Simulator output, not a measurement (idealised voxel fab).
Module name: voxel lift off (process module)
For reference, the cross-section in this document is cut, with width 215 nm and square cells of 5 nm.
A cross-section is written here as square cells arranged in a grid, and it is given in bands from the top down, each band taking up one or more rows of cells.
In this notation a band is specified by the heights of its top and bottom, in that order and in nm, after which its materials appear from left to right, each paired with its width in nm. The word "full width" attached to a single material means that material fills the band from edge to edge; the word "air" stands for empty space.
Counting heights begins at 0, where everything beneath is, in the wafer as received, one material. The lowest band has no bottom; it goes on downwards, as "0 and below" shows.
The notation "30->40" denotes a width that varies across the rows of cells in the band, beginning at the first number in the top row, finishing at the second number in the bottom row, and changing by an identical amount from each row to the next.
"remained the same", as given for a step, is the statement that not any cell of the cross-section underwent a change during that step.
Enclosed voids (no open way to top), threshold 8 cells or more, entry "Unvented cavities", notation width x height at distance, distance from left edge, nm.
Text after the settings on a step's line: the simulator's own remark on that step.
A step line may carry the setting "overlay nm", which, for steps involving a mask, states the distance by which the mask lay to the right of its intended position; negative values denote displacement to the left.
So the way this works: pairs, before and after one process step. The after picture only goes down to the lowest band that actually changed, nothing below. Step and its settings are under each pair. And watch out, pairs might come from different runs of this module, same starting wafer though, so a pair only follows on from the one above if its "Prior to processing" entry tells you so.
[Prior to processing]
  0 and below | Si full width
  Unvented cavities: none
[Post-Step Geometry]
  5 down to 0 | SiO2 full width
  Note: structure below 0 unchanged.
  Unvented cavities: none
Before/after cross-sections above; step in between: CONFORMAL_DEP | material SiO2 | thk nm 5
Prior to processing: look at the pair above, its after cross-section is where this step starts.
[Post-Step Geometry]
  30 down to 5 | resist=25, then air=30, then resist=15, then air=30, then resist=15, then air=30, then resist=15, then air=30, then resist=25
  Note: structure below 5 unchanged.
  Unvented cavities: none
Before/after cross-sections above; step in between: PATTERN | tone open | mask id LINES | material resist | width nm 30 | pitch nm 45 | thk nm 25 | overlay nm 0
Prior to processing: look at the pair above, its after cross-section is where this step starts.
[Post-Step Geometry]
  40 down to 30 | Ru=25, then air=30, then Ru=15, then air=30, then Ru=15, then air=30, then Ru=15, then air=30, then Ru=25
  30 down to 15 | resist=25, then air=30, then resist=15, then air=30, then resist=15, then air=30, then resist=15, then air=30, then resist=25
  15 down to 5 | resist=25, then Ru=30, then resist=15, then Ru=30, then resist=15, then Ru=30, then resist=15, then Ru=30, then resist=25
  Note: structure below 5 unchanged.
  Unvented cavities: none
Before/after cross-sections above; step in between: DIRECTIONAL_DEP | material Ru | thk nm 10
Prior to processing: look at the pair above, its after cross-section is where this step starts.
[Post-Step Geometry]
  15 down to 5 | air=25, then Ru=30, then air=15, then Ru=30, then air=15, then Ru=30, then air=15, then Ru=30, then air=25
  Note: structure below 5 unchanged.
  Unvented cavities: none
Before/after cross-sections above; step in between: STRIP | etch materials resist
Prior to processing: look at the pair above, its after cross-section is where this step starts.
[Post-Step Geometry]
  25 down to 15 | air=15, then SiCN=185, then air=15
  15 down to 5 | SiCN=25, then Ru=30, then SiCN=15, then Ru=30, then SiCN=15, then Ru=30, then SiCN=15, then Ru=30, then SiCN=25
  Note: structure below 5 unchanged.
  Unvented cavities: none
Before/after cross-sections above; step in between: CONFORMAL_DEP | material SiCN | thk nm 10
[Prior to processing]
  30 down to 5 | resist=25, then air=30, then resist=15, then air=30, then resist=15, then air=30, then resist=15, then air=30, then resist=25
  5 down to 0 | SiO2 full width
  0 and below | Si full width
  Unvented cavities: none
[Post-Step Geometry]
  5 down to 0 | SiO2 full width
  Note: structure below 0 unchanged.
  Unvented cavities: none
Before/after cross-sections above; step in between: STRIP | etch materials resist
Prior to processing: look at the pair above, its after cross-section is where this step starts.
[Post-Step Geometry]
  15 down to 5 | SiCN full width
  Note: structure below 5 unchanged.
  Unvented cavities: none
Before/after cross-sections above; step in between: CONFORMAL_DEP | material SiCN | thk nm 10
[Prior to processing]
  30 down to 5 | resist=25, then air=30, then resist=15, then air=30, then resist=15, then air=30, then resist=15, then air=30, then resist=25
  5 down to 0 | SiO2 full width
  0 and below | Si full width
  Unvented cavities: none
[Post-Step Geometry]
  45 down to 30 | Ru=25, then air=30, then Ru=15, then air=30, then Ru=15, then air=30, then Ru=15, then air=30, then Ru=25
  30 down to 20 | resist=25, then air=30, then resist=15, then air=30, then resist=15, then air=30, then resist=15, then air=30, then resist=25
  20 down to 5 | resist=25, then Ru=30, then resist=15, then Ru=30, then resist=15, then Ru=30, then resist=15, then Ru=30, then resist=25
  Note: structure below 5 unchanged.
  Unvented cavities: none
Before/after cross-sections above; step in between: DIRECTIONAL_DEP | material Ru | thk nm 15
Prior to processing: look at the pair above, its after cross-section is where this step starts.
[Post-Step Geometry]
  20 down to 5 | air=25, then Ru=30, then air=15, then Ru=30, then air=15, then Ru=30, then air=15, then Ru=30, then air=25
  Note: structure below 5 unchanged.
  Unvented cavities: none
Before/after cross-sections above; step in between: STRIP | etch materials resist
Prior to processing: look at the pair above, its after cross-section is where this step starts.
[Post-Step Geometry]
  30 down to 20 | air=15, then SiCN=185, then air=15
  20 down to 15 | air=15, then SiCN=10, then Ru=30, then SiCN=15, then Ru=30, then SiCN=15, then Ru=30, then SiCN=15, then Ru=30, then SiCN=10, then air=15
  15 down to 5 | SiCN=25, then Ru=30, then SiCN=15, then Ru=30, then SiCN=15, then Ru=30, then SiCN=15, then Ru=30, then SiCN=25
  Note: structure below 5 unchanged.
  Unvented cavities: none
Before/after cross-sections above; step in between: CONFORMAL_DEP | material SiCN | thk nm 10
[Prior to processing]
  5 down to 0 | SiO2 full width
  0 and below | Si full width
  Unvented cavities: none
[Post-Step Geometry]
  30 down to 5 | resist=30, then air=25, then resist=20, then air=25, then resist=20, then air=25, then resist=20, then air=25, then resist=25
  Note: structure below 5 unchanged.
  Unvented cavities: none
Before/after cross-sections above; step in between: PATTERN | tone open | mask id LINES | material resist | width nm 25 | pitch nm 45 | thk nm 25 | overlay nm 0
Prior to processing: look at the pair above, its after cross-section is where this step starts.
[Post-Step Geometry]
  40 down to 30 | Ru=30, then air=25, then Ru=20, then air=25, then Ru=20, then air=25, then Ru=20, then air=25, then Ru=25
  30 down to 15 | resist=30, then air=25, then resist=20, then air=25, then resist=20, then air=25, then resist=20, then air=25, then resist=25
  15 down to 5 | resist=30, then Ru=25, then resist=20, then Ru=25, then resist=20, then Ru=25, then resist=20, then Ru=25, then resist=25
  Note: structure below 5 unchanged.
  Unvented cavities: none
Before/after cross-sections above; step in between: DIRECTIONAL_DEP | material Ru | thk nm 10
Prior to processing: look at the pair above, its after cross-section is where this step starts.
[Post-Step Geometry]
  15 down to 5 | air=30, then Ru=25, then air=20, then Ru=25, then air=20, then Ru=25, then air=20, then Ru=25, then air=25
  Note: structure below 5 unchanged.
  Unvented cavities: none
Before/after cross-sections above; step in between: STRIP | etch materials resist
Prior to processing: look at the pair above, its after cross-section is where this step starts.
[Post-Step Geometry]
  25 down to 15 | air=20, then SiCN=180, then air=15
  15 down to 5 | SiCN=30, then Ru=25, then SiCN=20, then Ru=25, then SiCN=20, then Ru=25, then SiCN=20, then Ru=25, then SiCN=25
  Note: structure below 5 unchanged.
  Unvented cavities: none
Before/after cross-sections above; step in between: CONFORMAL_DEP | material SiCN | thk nm 10
[Prior to processing]
  5 down to 0 | SiO2 full width
  0 and below | Si full width
  Unvented cavities: none
[Post-Step Geometry]
  30 down to 5 | resist=30, then air=30, then resist=15, then air=30, then resist=15, then air=30, then resist=15, then air=30, then resist=20
  Note: structure below 5 unchanged.
  Unvented cavities: none
Before/after cross-sections above; step in between: PATTERN | tone open | mask id LINES | material resist | width nm 30 | pitch nm 45 | thk nm 25 | overlay nm 5
Prior to processing: look at the pair above, its after cross-section is where this step starts.
[Post-Step Geometry]
  40 down to 30 | Ru=30, then air=30, then Ru=15, then air=30, then Ru=15, then air=30, then Ru=15, then air=30, then Ru=20
  30 down to 15 | resist=30, then air=30, then resist=15, then air=30, then resist=15, then air=30, then resist=15, then air=30, then resist=20
  15 down to 5 | resist=30, then Ru=30, then resist=15, then Ru=30, then resist=15, then Ru=30, then resist=15, then Ru=30, then resist=20
  Note: structure below 5 unchanged.
  Unvented cavities: none
Before/after cross-sections above; step in between: DIRECTIONAL_DEP | material Ru | thk nm 10
Prior to processing: look at the pair above, its after cross-section is where this step starts.
[Post-Step Geometry]
  15 down to 5 | air=30, then Ru=30, then air=15, then Ru=30, then air=15, then Ru=30, then air=15, then Ru=30, then air=20
  Note: structure below 5 unchanged.
  Unvented cavities: none
Before/after cross-sections above; step in between: STRIP | etch materials resist
Prior to processing: look at the pair above, its after cross-section is where this step starts.
[Post-Step Geometry]
  25 down to 15 | air=20, then SiCN=185, then air=10
  15 down to 5 | SiCN=30, then Ru=30, then SiCN=15, then Ru=30, then SiCN=15, then Ru=30, then SiCN=15, then Ru=30, then SiCN=20
  Note: structure below 5 unchanged.
  Unvented cavities: none
Before/after cross-sections above; step in between: CONFORMAL_DEP | material SiCN | thk nm 10
[Prior to processing]
  15 down to 5 | air=25, then Ru=30, then air=15, then Ru=30, then air=15, then Ru=30, then air=15, then Ru=30, then air=25
  5 down to 0 | SiO2 full width
  0 and below | Si full width
  Unvented cavities: none
[Post-Step Geometry]
  25 down to 15 | air=15, then SiO2=185, then air=15
  15 down to 5 | SiO2=25, then Ru=30, then SiO2=15, then Ru=30, then SiO2=15, then Ru=30, then SiO2=15, then Ru=30, then SiO2=25
  Note: structure below 5 unchanged.
  Unvented cavities: none
Before/after cross-sections above; step in between: CONFORMAL_DEP | material SiO2 | thk nm 10
[Prior to processing]
  5 down to 0 | SiO2 full width
  0 and below | Si full width
  Unvented cavities: none
[Post-Step Geometry]
  30 down to 5 | air=25, then resist=30, then air=15, then resist=30, then air=15, then resist=30, then air=15, then resist=30, then air=25
  Note: structure below 5 unchanged.
  Unvented cavities: none
Before/after cross-sections above; step in between: PATTERN | tone cover | mask id LINES | material resist | width nm 30 | pitch nm 45 | thk nm 25 | overlay nm 0
Prior to processing: look at the pair above, its after cross-section is where this step starts.
[Post-Step Geometry]
  40 down to 30 | air=25, then Ru=30, then air=15, then Ru=30, then air=15, then Ru=30, then air=15, then Ru=30, then air=25
  30 down to 15 | air=25, then resist=30, then air=15, then resist=30, then air=15, then resist=30, then air=15, then resist=30, then air=25
  15 down to 5 | Ru=25, then resist=30, then Ru=15, then resist=30, then Ru=15, then resist=30, then Ru=15, then resist=30, then Ru=25
  Note: structure below 5 unchanged.
  Unvented cavities: none
Before/after cross-sections above; step in between: DIRECTIONAL_DEP | material Ru | thk nm 10
Prior to processing: look at the pair above, its after cross-section is where this step starts.
[Post-Step Geometry]
  15 down to 5 | Ru=25, then air=30, then Ru=15, then air=30, then Ru=15, then air=30, then Ru=15, then air=30, then Ru=25
  Note: structure below 5 unchanged.
  Unvented cavities: none
Before/after cross-sections above; step in between: STRIP | etch materials resist
Prior to processing: look at the pair above, its after cross-section is where this step starts.
[Post-Step Geometry]
  25 down to 15 | SiCN=35, then air=10, then SiCN=35, then air=10, then SiCN=35, then air=10, then SiCN=35, then air=10, then SiCN=35
  15 down to 5 | Ru=25, then SiCN=30, then Ru=15, then SiCN=30, then Ru=15, then SiCN=30, then Ru=15, then SiCN=30, then Ru=25
  Note: structure below 5 unchanged.
  Unvented cavities: none
Before/after cross-sections above; step in between: CONFORMAL_DEP | material SiCN | thk nm 10
